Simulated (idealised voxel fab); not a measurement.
Proc. module: voxel tone inversion
The figure presents cross-section cut, which has a width of 200 nm and is divided into square cells with an edge length of 5 nm.
Notation: cross-section as square-cell grid; stated in bands, top first, going down; one or more cell rows per band. For a band, the entry starts with two heights in nm, that of the top and then that of the bottom, and carries on with the band's materials in order from left to right, each alongside its width in nm; the word "full width" beside a single material means it fills the band edge to edge, and "empty" means empty space. All heights in this document are referenced to 0, defined as the level beneath which the wafer, as received, consists entirely of one material. The lowest band is not bounded below; it extends indefinitely downward and is written in the form "0 down". Width: "30->40" (first number = top row, second number = bottom row, same change from row to row of cells). Reading "no change occurred" for a step: not a cell of the cross-section changed in it. The label "Voids lacking openings" introduces a list of the empty spaces, 8 cells or larger, that have no open way up to the top; each entry in it reads width x height at distance, where the distance is taken from the left edge and all three are stated in nm. Heads up: the bit after the settings on a step's line is the simulator's remark on that step. Steps that use a mask can have "overlay nm" on their line. It says how far the mask sat to the right of where it was meant to be. Negative means to the left.

The planned process steps are enumerated hereunder
1. RECEIVE (material Si)
2. CONFORMAL_DEP (material SiN; thk nm 5)
3. DIRECTIONAL_DEP (material aC; thk nm 20)
4. PATTERN (tone cover; mask id POSTS; material resist; width nm 25; pitch nm 40; thk nm 30; overlay nm 0)
5. DIRECTIONAL_ETCH (etch materials aC; depth nm 20)
6. STRIP (etch materials resist)
7. FILL_DEP (material lowk; thk nm 10)
8. CMP (height nm 25)
9. STRIP (etch materials aC)
10. CONFORMAL_DEP (material TiN; thk nm 5)
11. FILL_DEP (material Cu; thk nm 10)
12. CMP (height nm 25)
13. CONFORMAL_DEP (material SiN; thk nm 5)

What follows covers the first of two wafers; it ran as planned

As-received wafer cross-section (after step 1)
    0 down: Si full width
    Voids lacking openings: none

The following cross-section depicts the wafer upon completion of step 2
    5 to 0: SiN full width
    Note: structure below 0 unchanged.

The following cross-section depicts the wafer upon completion of step 3
    25 to 5: aC full width
    Note: structure below 5 unchanged.

The following cross-section depicts the wafer upon completion of step 4
    55 to 25: empty 45 | resist 25 | empty 15 | resist 25 | empty 15 | resist 25 | empty 50
    Note: structure below 25 unchanged.

The following cross-section depicts the wafer upon completion of step 5
    35 to 25: empty 45 | resist 25 | empty 15 | resist 25 | empty 15 | resist 25 | empty 50
    25 to 5: empty 45 | aC 25 | empty 15 | aC 25 | empty 15 | aC 25 | empty 50
    Note: structure below 5 unchanged.

The following cross-section depicts the wafer upon completion of step 6
    25 to 5: empty 45 | aC 25 | empty 15 | aC 25 | empty 15 | aC 25 | empty 50
    Note: structure below 5 unchanged.

The following cross-section depicts the wafer upon completion of step 7
    35 to 25: lowk full width
    25 to 5: lowk 45 | aC 25 | lowk 15 | aC 25 | lowk 15 | aC 25 | lowk 50
    Note: structure below 5 unchanged.

The following cross-section depicts the wafer upon completion of step 8
    25 to 5: lowk 45 | aC 25 | lowk 15 | aC 25 | lowk 15 | aC 25 | lowk 50
    Note: structure below 5 unchanged.

The following cross-section depicts the wafer upon completion of step 9
    25 to 5: lowk 45 | empty 25 | lowk 15 | empty 25 | lowk 15 | empty 25 | lowk 50
    Note: structure below 5 unchanged.

The following cross-section depicts the wafer upon completion of step 10
    30 to 25: TiN 50 | empty 15 | TiN 25 | empty 15 | TiN 25 | empty 15 | TiN 55
    25 to 10: lowk 45 | TiN 5 | empty 15 | TiN 5 | lowk 15 | TiN 5 | empty 15 | TiN 5 | lowk 15 | TiN 5 | empty 15 | TiN 5 | lowk 50
    10 to 5: lowk 45 | TiN 25 | lowk 15 | TiN 25 | lowk 15 | TiN 25 | lowk 50
    Note: structure below 5 unchanged.

The following cross-section depicts the wafer upon completion of step 11
    40 to 30: Cu full width
    30 to 25: TiN 50 | Cu 15 | TiN 25 | Cu 15 | TiN 25 | Cu 15 | TiN 55
    25 to 10: lowk 45 | TiN 5 | Cu 15 | TiN 5 | lowk 15 | TiN 5 | Cu 15 | TiN 5 | lowk 15 | TiN 5 | Cu 15 | TiN 5 | lowk 50
    Note: structure below 10 unchanged.

The following cross-section depicts the wafer upon completion of step 12
    25 to 10: lowk 45 | TiN 5 | Cu 15 | TiN 5 | lowk 15 | TiN 5 | Cu 15 | TiN 5 | lowk 15 | TiN 5 | Cu 15 | TiN 5 | lowk 50
    Note: structure below 10 unchanged.

The following cross-section depicts the wafer upon completion of step 13
    30 to 25: SiN full width
    Note: structure below 25 unchanged.

Wafer two. Same start, same plan, one slip in execution. Same as wafer one through step 5, inclusive

Cross-section of the second wafer when, according to plan, step 6 should have finished
    25 to 5: empty 45 | aC 25 | empty 15 | aC 25 | empty 15 | aC 25 | empty 50
    Note: structure below 5 unchanged.

Cross-section of the second wafer when, according to plan, step 7 should have finished
    35 to 25: lowk full width
    25 to 5: lowk 45 | aC 25 | lowk 15 | aC 25 | lowk 15 | aC 25 | lowk 50
    Note: structure below 5 unchanged.

Cross-section of the second wafer when, according to plan, step 8 should have finished
    25 to 5: lowk 45 | aC 25 | lowk 15 | aC 25 | lowk 15 | aC 25 | lowk 50
    Note: structure below 5 unchanged.

Cross-section of the second wafer when, according to plan, step 9 should have finished
    25 to 5: lowk 45 | empty 25 | lowk 15 | empty 25 | lowk 15 | empty 25 | lowk 50
    Note: structure below 5 unchanged.

Cross-section of the second wafer when, according to plan, step 10 should have finished
    30 to 25: TiN 50 | empty 15 | TiN 25 | empty 15 | TiN 25 | empty 15 | TiN 55
    25 to 10: lowk 45 | TiN 5 | empty 15 | TiN 5 | lowk 15 | TiN 5 | empty 15 | TiN 5 | lowk 15 | TiN 5 | empty 15 | TiN 5 | lowk 50
    10 to 5: lowk 45 | TiN 25 | lowk 15 | TiN 25 | lowk 15 | TiN 25 | lowk 50
    Note: structure below 5 unchanged.

Cross-section of the second wafer when, according to plan, step 11 should have finished
    40 to 30: Cu full width
    30 to 25: TiN 50 | Cu 15 | TiN 25 | Cu 15 | TiN 25 | Cu 15 | TiN 55
    25 to 10: lowk 45 | TiN 5 | Cu 15 | TiN 5 | lowk 15 | TiN 5 | Cu 15 | TiN 5 | lowk 15 | TiN 5 | Cu 15 | TiN 5 | lowk 50
    Note: structure below 10 unchanged.

Cross-section of the second wafer when, according to plan, step 12 should have finished
    25 to 10: lowk 45 | TiN 5 | Cu 15 | TiN 5 | lowk 15 | TiN 5 | Cu 15 | TiN 5 | lowk 15 | TiN 5 | Cu 15 | TiN 5 | lowk 50
    Note: structure below 10 unchanged.

Cross-section of the second wafer when, according to plan, step 13 should have finished
    30 to 25: SiN full width
    Note: structure below 25 unchanged.
The plan and the run diverged here: step 6 was run twice
Final cross-sections of the two wafers are identical, so the mistake has no effect on what this model computes.
